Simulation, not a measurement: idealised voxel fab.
Process module in this document: voxel gate over fins
The figure presents cross-section cut, which has a width of 270 nm and is divided into square cells with an edge length of 5 nm.
Just so we're on the same page, the cross-sections are grids of square cells, and they're listed out in bands top to bottom, each band one or more rows deep.
Read a band's entry like this: the first values are the height of its top and the height of its bottom in nm, and what follows is the sequence of materials from left to right, each with its width in nm. Note that "empty" is empty space, and that a single material marked "throughout" reaches across the band from edge to edge.
Where do heights start? At 0: under that level the wafer as delivered is made of one material only. And the lowest band has no floor; it just carries on downward, as in "0 down".
Read "30..40" as a graded width: first number on top, second number at the bottom, same change between each pair of neighbouring rows.
"remains unaltered" for a step: no cell of the cross-section changed in that step.
Reported under the label "Enclosed void list" are the empty spaces having no open way to the top and comprising 8 cells or more; the notation for each is width x height at distance, in which the distance is measured from the left edge and all three values are in nm.
Whatever follows a step's settings on its line is a remark the simulator itself makes about that step.
overlay nm: where the mask lay relative to plan, measured to the right, on steps with a mask; negatives go left.
[Listed below are the process steps as planned]
1,RECEIVE with material Si
2,CONFORMAL_DEP with material SiN, thk nm 5
3,MASKED_ETCH with tone cover, mask id FINS, width nm 15, pitch nm 55, etch materials SiN, depth nm 5, overlay nm 0
4,MASKED_ETCH with tone cover, mask id FINS, width nm 15, pitch nm 55, etch materials Si, depth nm 30, overlay nm 0
5,FILL_DEP with material SiO2, thk nm 15
6,CMP with height nm 5
7,DIRECTIONAL_DEP with material aC, thk nm 15
8,PATTERN with tone open, mask id RAIL, material resist, width nm 15, thk nm 35, overlay nm 0
9,DIRECTIONAL_ETCH with etch materials aC, depth nm 15
10,STRIP with etch materials resist
11,DIRECTIONAL_ETCH with etch materials SiO2, depth nm 30
12,STRIP with etch materials aC
13,CONFORMAL_DEP with material TiN, thk nm 5
14,FILL_DEP with material Ru, thk nm 5
15,CMP with height nm 5
16,SELECTIVE_ETCH with etch materials W Ru TiN, depth nm 25
17,FILL_DEP with material SiO2, thk nm 5
18,CMP with height nm 5
19,SELECTIVE_ETCH with etch materials SiO2, depth nm 20
20,STRIP with etch materials SiN
21,CONFORMAL_DEP with material HfO2, thk nm 5
22,CONFORMAL_DEP with material TiN, thk nm 5
23,FILL_DEP with material W, thk nm 10
24,CMP with height nm 15
25,CONFORMAL_DEP with material SiN, thk nm 10
[as received, after step 1]
	0 down = Si throughout
	Enclosed void list: none
[Wafer at module end, in section. Began as above, planned as above, run with one mistake]
	25 to 15 = SiN throughout
	15 to 10 = W throughout
	10 to 5 = 90 nm W | 35 nm TiN | 20 nm W | 35 nm TiN | 90 nm W
	5 to 0 = 90 nm W | 5 nm TiN | 25 nm HfO2 | 5 nm TiN | 20 nm W | 5 nm TiN | 25 nm HfO2 | 5 nm TiN | 90 nm W
	0 to -5 = 90 nm W | 5 nm TiN | 5 nm HfO2 | 15 nm Si | 5 nm HfO2 | 5 nm TiN | 20 nm W | 5 nm TiN | 5 nm HfO2 | 15 nm Si | 5 nm HfO2 | 5 nm TiN | 90 nm W
	-5 to -10 = 95 nm TiN | 5 nm HfO2 | 15 nm Si | 5 nm HfO2 | 30 nm TiN | 5 nm HfO2 | 15 nm Si | 5 nm HfO2 | 95 nm TiN
	-10 to -15 = 100 nm HfO2 | 15 nm Si | 40 nm HfO2 | 15 nm Si | 100 nm HfO2
	-15 to -20 = 100 nm SiO2 | 15 nm Si | 40 nm SiO2 | 15 nm Si | 100 nm SiO2
	-20 to -25 = 100 nm SiO2 | 15 nm Si | 10 nm SiO2 | 15 nm TiN | 15 nm SiO2 | 15 nm Si | 100 nm SiO2
	-25 to -35 = 100 nm SiO2 | 15 nm Si | 40 nm SiO2 | 15 nm Si | 100 nm SiO2
	-35 down = Si throughout
	Enclosed void list: none
In executing the process, a mistake was made relative to the plan: in deviation from the planned setting, step 4 was conducted as MASKED_ETCH with tone cover, mask id FINS, width nm 15, pitch nm 55, etch materials Si, depth nm 35, overlay nm 0
